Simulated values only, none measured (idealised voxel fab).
The following process module bears the name voxel gate over fins.
170 nm wide, 5 nm square cells: that's cross-section cut.
Cross-section spec: square-cell grid; bands listed top down; each band is one or more rows.
The entry gives the band's vertical extent as a top height and a bottom height in nm, then its horizontal make-up as materials from left to right, each with a width in nm. "air" stands for empty space; a single material marked "full width" fills the band edge to edge.
All heights in this document are referenced to 0, defined as the level beneath which the wafer, as received, consists entirely of one material. The lowest band is not bounded below; it extends indefinitely downward and is written in the form "z 0 and below".
Width: "30..40" (first number = top row, second number = bottom row, same change from row to row of cells).
Basically "nothing changed" means that step didn't change any cell in the cross-section.
"Enclosed cavities" means: voids of 8 cells or more that are shut off from the top with no open way through. Written width x height at distance, distance from the left edge, in nm.
On a step's line, text after the settings is the simulator commenting on that step.
"overlay nm" answers the question of how far to the right of plan the mask lay on a step that has a mask, and when it is negative the answer is to the left.
How should the pairs below be read? Each gives the cross-section before one process step and the cross-section after it, the latter drawn only to the lowest band that changed; the step that lies between them, with its settings, appears under the pair. Does a pair pick up where the pair above left off? Only where its entry headed "Snapshot before" says so, since pairs can come from different runs of this module on the same starting wafer.

[Snapshot before]
- z 5 to 0 = air 15 / SiN 15 / air 15 / SiO2 15 / air 15 / SiN 15 / air 45 / SiN 15 / air 20
- z 0 to -15 = air 15 / SiO2 5 / Si 5 / SiO2 5 / air 15 / SiO2 15 / air 15 / SiO2 5 / Si 5 / SiO2 5 / air 45 / SiO2 5 / Si 5 / SiO2 5 / air 20
- z -15 to -30 = W 10 / TiN 5 / SiO2 5 / Si 5 / SiO2 5 / TiN 5 / W 5 / TiN 5 / SiO2 15 / TiN 5 / W 5 / TiN 5 / SiO2 5 / Si 5 / SiO2 5 / TiN 5 / W 35 / TiN 5 / SiO2 5 / Si 5 / SiO2 5 / TiN 5 / W 15
- z -30 to -35 = TiN 15 / SiO2 5 / Si 5 / SiO2 5 / TiN 15 / SiO2 15 / TiN 15 / SiO2 5 / Si 5 / SiO2 5 / TiN 45 / SiO2 5 / Si 5 / SiO2 5 / TiN 20
- z -35 to -45 = SiO2 20 / Si 5 / SiO2 55 / Si 5 / SiO2 55 / Si 5 / SiO2 25
- z -45 and below = Si full width
- Enclosed cavities: none

[Post-Step Section View]
- z 10 to 5 = SiO2 full width
- z 5 to 0 = SiO2 15 / SiN 15 / SiO2 45 / SiN 15 / SiO2 45 / SiN 15 / SiO2 20
- z 0 to -15 = SiO2 20 / Si 5 / SiO2 55 / Si 5 / SiO2 55 / Si 5 / SiO2 25
- Under -15: no change, same as before.
- Enclosed cavities: none
Which operation lies between the before and after views above? FILL_DEP | material SiO2 | thk nm 5

Snapshot before: The initial state for this step is given by the after cross-section of the immediately preceding pair.

[Post-Step Section View]
- z 5 to 0 = SiO2 15 / SiN 15 / SiO2 45 / SiN 15 / SiO2 45 / SiN 15 / SiO2 20
- Under 0: no change, same as before.
- Enclosed cavities: none
Which operation lies between the before and after views above? CMP | height nm 5

Snapshot before: The initial state for this step is given by the after cross-section of the immediately preceding pair.

[Post-Step Section View]
- z 5 to 0 = air 15 / SiN 15 / air 45 / SiN 15 / air 45 / SiN 15 / air 20
- z 0 to -10 = air 20 / Si 5 / air 55 / Si 5 / air 55 / Si 5 / air 25
- Under -10: no change, same as before.
- Enclosed cavities: none
Which operation lies between the before and after views above? SELECTIVE_ETCH | etch materials SiO2 | depth nm 15

Snapshot before: The initial state for this step is given by the after cross-section of the immediately preceding pair.

[Post-Step Section View]
- z 0 to -10 = air 20 / Si 5 / air 55 / Si 5 / air 55 / Si 5 / air 25
- Under -10: no change, same as before.
- Enclosed cavities: none
Which operation lies between the before and after views above? STRIP | etch materials SiN

Snapshot before: The initial state for this step is given by the after cross-section of the immediately preceding pair.

[Post-Step Section View]
- z 5 to 0 = air 15 / HfO2 15 / air 45 / HfO2 15 / air 45 / HfO2 15 / air 20
- z 0 to -5 = air 15 / HfO2 5 / Si 5 / HfO2 5 / air 45 / HfO2 5 / Si 5 / HfO2 5 / air 45 / HfO2 5 / Si 5 / HfO2 5 / air 20
- z -5 to -10 = HfO2 20 / Si 5 / HfO2 55 / Si 5 / HfO2 55 / Si 5 / HfO2 25
- Under -10: no change, same as before.
- Enclosed cavities: none
Which operation lies between the before and after views above? CONFORMAL_DEP | material HfO2 | thk nm 5

Snapshot before: The initial state for this step is given by the after cross-section of the immediately preceding pair.

[Post-Step Section View]
- z 10 to 5 = air 10 / TiN 25 / air 35 / TiN 25 / air 35 / TiN 25 / air 15
- z 5 to 0 = air 10 / TiN 5 / HfO2 15 / TiN 5 / air 35 / TiN 5 / HfO2 15 / TiN 5 / air 35 / TiN 5 / HfO2 15 / TiN 5 / air 15
- z 0 to -5 = TiN 15 / HfO2 5 / Si 5 / HfO2 5 / TiN 45 / HfO2 5 / Si 5 / HfO2 5 / TiN 45 / HfO2 5 / Si 5 / HfO2 5 / TiN 20
- Under -5: no change, same as before.
- Enclosed cavities: none
Which operation lies between the before and after views above? CONFORMAL_DEP | material TiN | thk nm 5

Snapshot before: The initial state for this step is given by the after cross-section of the immediately preceding pair.

[Post-Step Section View]
- z 25 to 10 = W full width
- z 10 to 5 = W 10 / TiN 25 / W 35 / TiN 25 / W 35 / TiN 25 / W 15
- z 5 to 0 = W 10 / TiN 5 / HfO2 15 / TiN 5 / W 35 / TiN 5 / HfO2 15 / TiN 5 / W 35 / TiN 5 / HfO2 15 / TiN 5 / W 15
- Under 0: no change, same as before.
- Enclosed cavities: none
Which operation lies between the before and after views above? FILL_DEP | material W | thk nm 15

Snapshot before: The initial state for this step is given by the after cross-section of the immediately preceding pair.

[Post-Step Section View]
- z 20 to 10 = W full width
- Under 10: no change, same as before.
- Enclosed cavities: none
Which operation lies between the before and after views above? CMP | height nm 20

Snapshot before: The initial state for this step is given by the after cross-section of the immediately preceding pair.

[Post-Step Section View]
- z 30 to 20 = SiN full width
- Under 20: no change, same as before.
- Enclosed cavities: none
Which operation lies between the before and after views above? CONFORMAL_DEP | material SiN | thk nm 10
